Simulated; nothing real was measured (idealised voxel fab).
The following is a process module called voxel spacer lines.
Cross-sectional view cut (width: 260 nm; square cell size: 5 nm).
This document writes a cross-section as a grid whose cells are square, and gives it as bands, listed from the top down; one or more rows of cells form a band.
Heights first: top, then bottom, in nm. Then materials, left to right, each with a width in nm. "full width" on a single material: fills the band edge to edge. "air": empty space.
We count height from 0. Below that, the starting wafer is all one material. The lowest band never ends at the bottom but goes on down; see "0 -> down" for how that is written.
When a width is written as two numbers, as in "30 to 40", the first number is the width in the top row of cells of the band and the second is the width in its bottom row, and the width changes by the same amount from each row to the next.
Where a step carries "nothing different", the cross-section came out of it unchanged, cell for cell.
The list in "Enclosed void listing" covers empty spaces of 8 cells or more that cannot reach the top through any open way, and it gives each as width x height at distance; the distance is from the left edge, and width, height and distance are in nm.
It should be noted that, on the line of a given step, the content following the step's settings is a remark produced by the simulator itself with respect to that step.
overlay nm: mask right of planned place by this much (step with mask). Neg. = left.
So here's the lineup of process steps we planned
1: RECEIVE [material Si]
2: CONFORMAL_DEP [material Al2O3] [thk nm 10]
3: DIRECTIONAL_DEP [material W] [thk nm 10]
4: DIRECTIONAL_DEP [material aC] [thk nm 30]
5: PATTERN [tone cover] [mask id MANDREL] [material resist] [width nm 20] [pitch nm 60] [thk nm 40] [overlay nm 0]
6: DIRECTIONAL_ETCH [etch materials aC] [depth nm 30]
7: STRIP [etch materials resist]
8: CONFORMAL_DEP [material SiO2] [thk nm 10]
9: DIRECTIONAL_ETCH [etch materials SiO2] [depth nm 10]
10: STRIP [etch materials aC]
11: DIRECTIONAL_ETCH [etch materials W] [depth nm 10]
12: STRIP [etch materials SiO2]
13: FILL_DEP [material lowk] [thk nm 5]
14: CMP [height nm 20]
The first of two wafers, run as planned
Step 1 complete: cross-section of the wafer as received
0 -> down: Si full width
Enclosed void listing: none
State of the wafer after step 2, shown in cross-section
10 -> 0: Al2O3 full width
Anything lower than 0 is untouched.
State of the wafer after step 3, shown in cross-section
20 -> 10: W full width
Anything lower than 10 is untouched.
State of the wafer after step 4, shown in cross-section
50 -> 20: aC full width
Anything lower than 20 is untouched.
State of the wafer after step 5, shown in cross-section
90 -> 50: 60 nm air | 20 nm resist | 40 nm air | 20 nm resist | 40 nm air | 20 nm resist | 60 nm air
Anything lower than 50 is untouched.
State of the wafer after step 6, shown in cross-section
60 -> 50: 60 nm air | 20 nm resist | 40 nm air | 20 nm resist | 40 nm air | 20 nm resist | 60 nm air
50 -> 20: 60 nm air | 20 nm aC | 40 nm air | 20 nm aC | 40 nm air | 20 nm aC | 60 nm air
Anything lower than 20 is untouched.
State of the wafer after step 7, shown in cross-section
50 -> 20: 60 nm air | 20 nm aC | 40 nm air | 20 nm aC | 40 nm air | 20 nm aC | 60 nm air
Anything lower than 20 is untouched.
State of the wafer after step 8, shown in cross-section
60 -> 50: 50 nm air | 40 nm SiO2 | 20 nm air | 40 nm SiO2 | 20 nm air | 40 nm SiO2 | 50 nm air
50 -> 30: 50 nm air | 10 nm SiO2 | 20 nm aC | 10 nm SiO2 | 20 nm air | 10 nm SiO2 | 20 nm aC | 10 nm SiO2 | 20 nm air | 10 nm SiO2 | 20 nm aC | 10 nm SiO2 | 50 nm air
30 -> 20: 60 nm SiO2 | 20 nm aC | 40 nm SiO2 | 20 nm aC | 40 nm SiO2 | 20 nm aC | 60 nm SiO2
Anything lower than 20 is untouched.
State of the wafer after step 9, shown in cross-section
50 -> 20: 50 nm air | 10 nm SiO2 | 20 nm aC | 10 nm SiO2 | 20 nm air | 10 nm SiO2 | 20 nm aC | 10 nm SiO2 | 20 nm air | 10 nm SiO2 | 20 nm aC | 10 nm SiO2 | 50 nm air
Anything lower than 20 is untouched.
State of the wafer after step 10, shown in cross-section
50 -> 20: 50 nm air | 10 nm SiO2 | 20 nm air | 10 nm SiO2 | 20 nm air | 10 nm SiO2 | 20 nm air | 10 nm SiO2 | 20 nm air | 10 nm SiO2 | 20 nm air | 10 nm SiO2 | 50 nm air
Anything lower than 20 is untouched.
State of the wafer after step 11, shown in cross-section
50 -> 20: 50 nm air | 10 nm SiO2 | 20 nm air | 10 nm SiO2 | 20 nm air | 10 nm SiO2 | 20 nm air | 10 nm SiO2 | 20 nm air | 10 nm SiO2 | 20 nm air | 10 nm SiO2 | 50 nm air
20 -> 10: 50 nm air | 10 nm W | 20 nm air | 10 nm W | 20 nm air | 10 nm W | 20 nm air | 10 nm W | 20 nm air | 10 nm W | 20 nm air | 10 nm W | 50 nm air
Anything lower than 10 is untouched.
State of the wafer after step 12, shown in cross-section
20 -> 10: 50 nm air | 10 nm W | 20 nm air | 10 nm W | 20 nm air | 10 nm W | 20 nm air | 10 nm W | 20 nm air | 10 nm W | 20 nm air | 10 nm W | 50 nm air
Anything lower than 10 is untouched.
State of the wafer after step 13, shown in cross-section
25 -> 20: lowk full width
20 -> 10: 50 nm lowk | 10 nm W | 20 nm lowk | 10 nm W | 20 nm lowk | 10 nm W | 20 nm lowk | 10 nm W | 20 nm lowk | 10 nm W | 20 nm lowk | 10 nm W | 50 nm lowk
Anything lower than 10 is untouched.
State of the wafer after step 14, shown in cross-section
20 -> 10: 50 nm lowk | 10 nm W | 20 nm lowk | 10 nm W | 20 nm lowk | 10 nm W | 20 nm lowk | 10 nm W | 20 nm lowk | 10 nm W | 20 nm lowk | 10 nm W | 50 nm lowk
Anything lower than 10 is untouched.
The second wafer began exactly as the first did and followed the same plan, but one mistake was made while running it; through step 1 inclusive, the two wafers are identical
The second wafer cut through, at the time step 2 was supposed to be finished
10 -> 0: W full width
Anything lower than 0 is untouched.
The second wafer cut through, at the time step 3 was supposed to be finished
20 -> 0: W full width
Anything lower than 0 is untouched.
The second wafer cut through, at the time step 4 was supposed to be finished
50 -> 20: aC full width
Anything lower than 20 is untouched.
The second wafer cut through, at the time step 5 was supposed to be finished
90 -> 50: 60 nm air | 20 nm resist | 40 nm air | 20 nm resist | 40 nm air | 20 nm resist | 60 nm air
Anything lower than 50 is untouched.
The second wafer cut through, at the time step 6 was supposed to be finished
60 -> 50: 60 nm air | 20 nm resist | 40 nm air | 20 nm resist | 40 nm air | 20 nm resist | 60 nm air
50 -> 20: 60 nm air | 20 nm aC | 40 nm air | 20 nm aC | 40 nm air | 20 nm aC | 60 nm air
Anything lower than 20 is untouched.
The second wafer cut through, at the time step 7 was supposed to be finished
50 -> 20: 60 nm air | 20 nm aC | 40 nm air | 20 nm aC | 40 nm air | 20 nm aC | 60 nm air
Anything lower than 20 is untouched.
The second wafer cut through, at the time step 8 was supposed to be finished
60 -> 50: 50 nm air | 40 nm SiO2 | 20 nm air | 40 nm SiO2 | 20 nm air | 40 nm SiO2 | 50 nm air
50 -> 30: 50 nm air | 10 nm SiO2 | 20 nm aC | 10 nm SiO2 | 20 nm air | 10 nm SiO2 | 20 nm aC | 10 nm SiO2 | 20 nm air | 10 nm SiO2 | 20 nm aC | 10 nm SiO2 | 50 nm air
30 -> 20: 60 nm SiO2 | 20 nm aC | 40 nm SiO2 | 20 nm aC | 40 nm SiO2 | 20 nm aC | 60 nm SiO2
Anything lower than 20 is untouched.
The second wafer cut through, at the time step 9 was supposed to be finished
50 -> 20: 50 nm air | 10 nm SiO2 | 20 nm aC | 10 nm SiO2 | 20 nm air | 10 nm SiO2 | 20 nm aC | 10 nm SiO2 | 20 nm air | 10 nm SiO2 | 20 nm aC | 10 nm SiO2 | 50 nm air
Anything lower than 20 is untouched.
The second wafer cut through, at the time step 10 was supposed to be finished
50 -> 20: 50 nm air | 10 nm SiO2 | 20 nm air | 10 nm SiO2 | 20 nm air | 10 nm SiO2 | 20 nm air | 10 nm SiO2 | 20 nm air | 10 nm SiO2 | 20 nm air | 10 nm SiO2 | 50 nm air
Anything lower than 20 is untouched.
The second wafer cut through, at the time step 11 was supposed to be finished
50 -> 20: 50 nm air | 10 nm SiO2 | 20 nm air | 10 nm SiO2 | 20 nm air | 10 nm SiO2 | 20 nm air | 10 nm SiO2 | 20 nm air | 10 nm SiO2 | 20 nm air | 10 nm SiO2 | 50 nm air
20 -> 10: 50 nm air | 10 nm W | 20 nm air | 10 nm W | 20 nm air | 10 nm W | 20 nm air | 10 nm W | 20 nm air | 10 nm W | 20 nm air | 10 nm W | 50 nm air
Anything lower than 10 is untouched.
The second wafer cut through, at the time step 12 was supposed to be finished
20 -> 10: 50 nm air | 10 nm W | 20 nm air | 10 nm W | 20 nm air | 10 nm W | 20 nm air | 10 nm W | 20 nm air | 10 nm W | 20 nm air | 10 nm W | 50 nm air
Anything lower than 10 is untouched.
The second wafer cut through, at the time step 13 was supposed to be finished
25 -> 20: lowk full width
20 -> 10: 50 nm lowk | 10 nm W | 20 nm lowk | 10 nm W | 20 nm lowk | 10 nm W | 20 nm lowk | 10 nm W | 20 nm lowk | 10 nm W | 20 nm lowk | 10 nm W | 50 nm lowk
Anything lower than 10 is untouched.
The second wafer cut through, at the time step 14 was supposed to be finished
20 -> 10: 50 nm lowk | 10 nm W | 20 nm lowk | 10 nm W | 20 nm lowk | 10 nm W | 20 nm lowk | 10 nm W | 20 nm lowk | 10 nm W | 20 nm lowk | 10 nm W | 50 nm lowk
Anything lower than 10 is untouched.
What was the processing mistake? step 2 was processed under conditions differing from the plan, specifically as CONFORMAL_DEP [material W] [thk nm 10]
Wrapping up, a cell-based count of both wafers puts the second over or under the first for these materials: -104 Al2O3 | +104 W
